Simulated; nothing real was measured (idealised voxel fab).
process module | voxel capacitor over wiring
Square cell edge 5 nm, section width 205 nm, ID cut.
For the purposes of this document, a cross-section shall be understood as a grid of square cells, specified as bands listed in top-to-bottom order, each band consisting of one or more rows of cells.
Look at the band entry: it leads with the top's height and the bottom's height in nm. Then it lists the materials left to right, with a width in nm for each. The word "everywhere" on a single material says that material fills the band edge to edge. The word "blank" is empty space.
Height is counted from the level 0, under which the received wafer is composed throughout of one material. The lowest of the bands is not closed at the bottom but continues downward, in the notation "0 down".
So if you see something like "30->40" for the width, read it as the top row of the band sitting at the first number and the bottom row at the second, with every row in between moving by the same amount as the last.
"no alterations made" after a step means that no cell of the cross-section changed.
Entry "Closed-off voids". Content: empty spaces with no open connection to the top, size 8 cells or greater. Each: width x height at distance. Distance: from left edge. Unit: nm.
Text after the settings on a step's line: the simulator's own remark on that step.
The line of a step may include "overlay nm". On a step with a mask, this value is how far to the right of its planned place the mask lay. A negative value means the mask lay to the left.
Listed below are the process steps as planned:
step 1: op RECEIVE | material Si
step 2: op CONFORMAL_DEP | material SiO2 | thk nm 15
step 3: op DIRECTIONAL_DEP | material TiN | thk nm 5
step 4: op DIRECTIONAL_DEP | material Ru | thk nm 20
step 5: op PATTERN | tone cover | mask id METAL_1 | material resist | width nm 25 | pitch nm 90 | thk nm 20 | overlay nm 0
step 6: op DIRECTIONAL_ETCH | etch materials Ru | depth nm 20
step 7: op DIRECTIONAL_ETCH | etch materials TiN | depth nm 5
step 8: op STRIP | etch materials resist
step 9: op CONFORMAL_DEP | material SiCN | thk nm 5
step 10: op FILL_DEP | material lowk | thk nm 5
step 11: op CMP | height nm 40
step 12: op CONFORMAL_DEP | material SiCN | thk nm 5
step 13: op DIRECTIONAL_DEP | material SiO2 | thk nm 10
step 14: op PATTERN | tone open | mask id PLUG_1 | material resist | width nm 15 | thk nm 20 | overlay nm 0
step 15: op DIRECTIONAL_ETCH | etch materials SiO2 | depth nm 10
step 16: op DIRECTIONAL_ETCH | etch materials SiCN | depth nm 5
step 17: op STRIP | etch materials resist
step 18: op EPI | material Ru | thk nm 10
step 19: op EPI | material Ru | thk nm 5
step 20: op DIRECTIONAL_DEP | material TiN | thk nm 10
step 21: op DIRECTIONAL_DEP | material Al2O3 | thk nm 5
step 22: op DIRECTIONAL_DEP | material TiN | thk nm 10
step 23: op PATTERN | tone cover | mask id UPPER_PLATE | material resist | width nm 70 | thk nm 15 | overlay nm 0
step 24: op DIRECTIONAL_ETCH | etch materials TiN | depth nm 10
step 25: op DIRECTIONAL_ETCH | etch materials Al2O3 | depth nm 5
step 26: op STRIP | etch materials resist
step 27: op PATTERN | tone cover | mask id LOWER_PLATE | material resist | width nm 80 | thk nm 20 | overlay nm 0
step 28: op DIRECTIONAL_ETCH | etch materials TiN | depth nm 10
step 29: op STRIP | etch materials resist
step 30: op FILL_DEP | material SiO2 | thk nm 20
step 31: op CMP | height nm 95
step 32: op DIRECTIONAL_DEP | material aC | thk nm 15
step 33: op PATTERN | tone open | mask id PLUG_2 | material resist | width nm 15 | thk nm 30 | overlay nm 0
step 34: op DIRECTIONAL_ETCH | etch materials aC | depth nm 15
step 35: op STRIP | etch materials resist
step 36: op DIRECTIONAL_ETCH | etch materials SiO2 | depth nm 15
step 37: op STRIP | etch materials aC
step 38: op CONFORMAL_DEP | material TiN | thk nm 5
step 39: op FILL_DEP | material W | thk nm 10
step 40: op CMP | height nm 95
step 41: op CONFORMAL_DEP | material SiCN | thk nm 5
Incoming wafer, cross-sectional view, post step 1:
- 0 down  Si everywhere
- Closed-off voids: none
Starting wafer: above. Plan: above. Run: one mistake. Cross-section after the module: below:
- 100 to 95  SiCN everywhere
- 95 to 85  65 nm SiO2 | 5 nm TiN | 5 nm W | 5 nm TiN | 125 nm SiO2
- 85 to 80  65 nm SiO2 | 15 nm TiN | 125 nm SiO2
- 80 to 70  70 nm SiO2 | 55 nm TiN | 80 nm SiO2
- 70 to 65  55 nm SiO2 | 15 nm TiN | 55 nm Al2O3 | 80 nm SiO2
- 65 to 60  50 nm SiO2 | 80 nm TiN | 75 nm SiO2
- 60 to 55  50 nm SiO2 | 5 nm TiN | 15 nm Al2O3 | 60 nm TiN | 75 nm SiO2
- 55 to 45  55 nm SiO2 | 15 nm TiN | 135 nm SiO2
- 45 to 40  55 nm SiCN | 15 nm Ru | 135 nm SiCN
- 40 to 20  40 nm lowk | 5 nm SiCN | 25 nm Ru | 5 nm SiCN | 55 nm lowk | 5 nm SiCN | 25 nm Ru | 5 nm SiCN | 40 nm lowk
- 20 to 15  45 nm SiCN | 25 nm TiN | 65 nm SiCN | 25 nm TiN | 45 nm SiCN
- 15 to 0  SiO2 everywhere
- 0 down  Si everywhere
- Closed-off voids: none
What broke from the plan during processing? step 18 of the plan never got run, it was skipped over
